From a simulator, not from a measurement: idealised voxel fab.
Name of the process module below: voxel quadruple lines
In the cross-section labelled cut, the width is 265 nm and each square cell is 5 nm.
This document writes a cross-section as a grid whose cells are square, and gives it as bands, listed from the top down; one or more rows of cells form a band.
Heads up on the band format: heights come first, top then bottom, in nm. After that it's the materials left to right, each with its width in nm. A single material flagged "edge to edge" fills the whole band edge to edge, and "air" means there's empty space there.
Counting heights begins at 0, where everything beneath is, in the wafer as received, one material. The lowest band has no bottom; it goes on downwards, as "0 and below" shows.
With a width like "30 to 40", each row of cells in the band differs from the next by the same amount, the top row carrying the first number and the bottom row the second.
A step reported as "no modification" is a step in which no cell of the cross-section changed.
The label "Trapped cavities" introduces a list of the empty spaces, 8 cells or larger, that have no open way up to the top; each entry in it reads width x height at distance, where the distance is taken from the left edge and all three are stated in nm.
The remark found on a step's line after its settings is issued by the simulator itself and pertains to that step.
Steps that use a mask can have "overlay nm" on their line. It says how far the mask sat to the right of where it was meant to be. Negative means to the left.

**The following list gives the planned process steps**
| 1 | RECEIVE, material Si |
| 2 | CONFORMAL_DEP, material SiO2, thk nm 5 |
| 3 | DIRECTIONAL_DEP, material W, thk nm 10 |
| 4 | DIRECTIONAL_DEP, material polySi, thk nm 20 |
| 5 | DIRECTIONAL_DEP, material aC, thk nm 20 |
| 6 | PATTERN, tone cover, mask id MANDREL, material resist, width nm 25, pitch nm 80, thk nm 25, overlay nm 0 |
| 7 | DIRECTIONAL_ETCH, etch materials aC, depth nm 20 |
| 8 | STRIP, etch materials resist |
| 9 | CONFORMAL_DEP, material SiO2, thk nm 15 |
| 10 | DIRECTIONAL_ETCH, etch materials SiO2, depth nm 15 |
| 11 | STRIP, etch materials aC |
| 12 | DIRECTIONAL_ETCH, etch materials polySi, depth nm 20 |
| 13 | STRIP, etch materials SiO2 |
| 14 | CONFORMAL_DEP, material SiN, thk nm 5 |
| 15 | DIRECTIONAL_ETCH, etch materials SiN, depth nm 5 |
| 16 | STRIP, etch materials polySi |
| 17 | DIRECTIONAL_ETCH, etch materials W, depth nm 10 |
| 18 | STRIP, etch materials SiN |
| 19 | FILL_DEP, material lowk, thk nm 10 |
| 20 | CMP, height nm 15 |
Quick note for whoever runs this: the wafers start identical, but the thk nm at step 14 isn't the same across them. The plan just shows what the first wafer had.

**Received condition of the first of several wafers, sectioned: post-step 1**
  0 and below: Si edge to edge
  Trapped cavities: none

**Rows = wafers. At module end, each row lists per material the cells gained (+) or lost (-) since the wafer was received, then the closed voids**
thk nm 5 | +53 SiO2 | +16 W | +90 lowk | Trapped cavities: none
thk nm 10 | +53 SiO2 | +106 W | Trapped cavities: none
thk nm 15 | +53 SiO2 | +106 W | Trapped cavities: none
thk nm 20 | +53 SiO2 | +106 W | Trapped cavities: none
